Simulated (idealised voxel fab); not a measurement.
Process module in this document: voxel self aligned contacts
The width of the displayed cross-section, cut, is 180 nm; its cells are square, with a size of 5 nm.
This document writes a cross-section as a grid whose cells are square, and gives it as bands, listed from the top down; one or more rows of cells form a band.
Basically the band line says how high the top is and how high the bottom is, in nm, and then what's in it from left to right, every material with its width in nm. Empty space shows up as "air", and if a single material carries "all across" it runs the full band edge to edge.
Basically, 0 is our baseline, since under it the wafer straight out of the box is all one material. The bottom band has no lower end and keeps on going down, so it looks like "z 0 and below".
Note: "30->40" means the width goes from the first number (top row of the band) to the second number (bottom row) in equal steps per row of cells.
Take "no change occurred" at face value: in the step it is given for, the cross-section changed in none of its cells.
Look at "Closed internal voids" for the closed voids: empty spaces with no open path to the top, sized 8 cells or up. Each is width x height at distance, distance from the left edge, all nm.
If you see something after the settings on a step's line, that's the simulator's own remark about that step.
When a step includes a mask, the "overlay nm" setting on its line states how far to the right of its planned place that mask lay, and negative values state how far to the left.

[These are the steps we planned for the process]
- 1: RECEIVE,material Si
- 2: OXIDIZE,depth nm 5
- 3: DIRECTIONAL_DEP,material polySi,thk nm 25
- 4: DIRECTIONAL_DEP,material SiN,thk nm 15
- 5: PATTERN,tone cover,mask id GATE,material resist,width nm 30,pitch nm 60,thk nm 20,overlay nm 0
- 6: DIRECTIONAL_ETCH,etch materials SiN,depth nm 15
- 7: DIRECTIONAL_ETCH,etch materials polySi,depth nm 25
- 8: STRIP,etch materials resist
- 9: CONFORMAL_DEP,material SiN,thk nm 5
- 10: DIRECTIONAL_ETCH,etch materials SiN,depth nm 5
- 11: FILL_DEP,material SiO2,thk nm 15
- 12: CMP,height nm 50
- 13: MASKED_ETCH,tone open,mask id CONTACT,width nm 40,etch materials SiO2,depth nm 55,overlay nm 0
- 14: CONFORMAL_DEP,material TiN,thk nm 5
- 15: FILL_DEP,material W,thk nm 5
- 16: CMP,height nm 50
- 17: CONFORMAL_DEP,material SiCN,thk nm 5
varied across the wafers: depth nm of step 2. The plan shows the first wafer's value. All wafers start alike

[Cross-section of the first of several wafers on receipt, reflecting completion of step 1]
	z 0 and below  Si all across
	Closed internal voids: none

[Row per wafer, end-of-module: cell gain (+)/loss (-) by material since the wafer came in, then closed voids]
depth nm 5; -36 Si; +36 SiCN; +68 SiN; +216 SiO2; +28 TiN; +24 W; +60 polySi; Closed internal voids: none
depth nm 10; -72 Si; +36 SiCN; +68 SiN; +252 SiO2; +28 TiN; +24 W; +60 polySi; Closed internal voids: none
depth nm 15; -108 Si; +36 SiCN; +68 SiN; +288 SiO2; +28 TiN; +24 W; +60 polySi; Closed internal voids: none
depth nm 20; -144 Si; +36 SiCN; +68 SiN; +324 SiO2; +28 TiN; +24 W; +60 polySi; Closed internal voids: none
